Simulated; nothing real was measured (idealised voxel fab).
process module | voxel plated lines
cross-section cut | 220 nm wide | cells 5 nm
A cross-section is a grid of square cells, given in bands from the top down. A band is one or more rows of cells.
Each band's line starts with the height of the band's top and of its bottom, in nm. Then come its materials from left to right, each with its width in nm. One material with "throughout" fills the band from edge to edge. "air" is empty space.
Height 0 is the level under which the wafer as received is all one material. The lowest band goes on downwards, as in "0 down".
A width such as "30 to 40" changes by the same amount from each row of cells to the next, from the band's top row to its bottom row.
"no change" after a step means that no cell of the cross-section changed.
closed voids: empty space of 8 cells or more with no open way to the top, each as width x height at its distance from the left edge, in nm
after a step's settings: what the simulator itself notes on the step
overlay nm, on a step with a mask: how far to the right of its planned place the mask lay; to the left if negative
plan
1 op RECEIVE | material Si
2 op CONFORMAL_DEP | material SiN | thk nm 15
3 op DIRECTIONAL_DEP | material TiN | thk nm 5
4 op PATTERN | tone open | mask id LINES | material resist | width nm 15 | pitch nm 35 | thk nm 25 | overlay nm 0
5 op EPI | material Ru | thk nm 10
6 op EPI | material Ru | thk nm 10
7 op STRIP | etch materials resist
8 op DIRECTIONAL_ETCH | etch materials TiN | depth nm 5
9 op CONFORMAL_DEP | material SiCN | thk nm 10
as received, after step 1
  0 down: Si throughout
  closed voids: none
a wafer at the end: this start, this plan, one mistake
  50 to 40: SiCN throughout
  40 to 20: Ru 85 | SiCN 15 | Ru 20 | SiCN 15 | Ru 85
  20 to 15: TiN 85 | SiCN 15 | TiN 20 | SiCN 15 | TiN 85
  15 to 0: SiN throughout
  0 down: Si throughout
  closed voids: none
what went wrong: step 4 ran as: op PATTERN | tone cover | mask id LINES | material resist | width nm 15 | pitch nm 35 | thk nm 25 | overlay nm 0
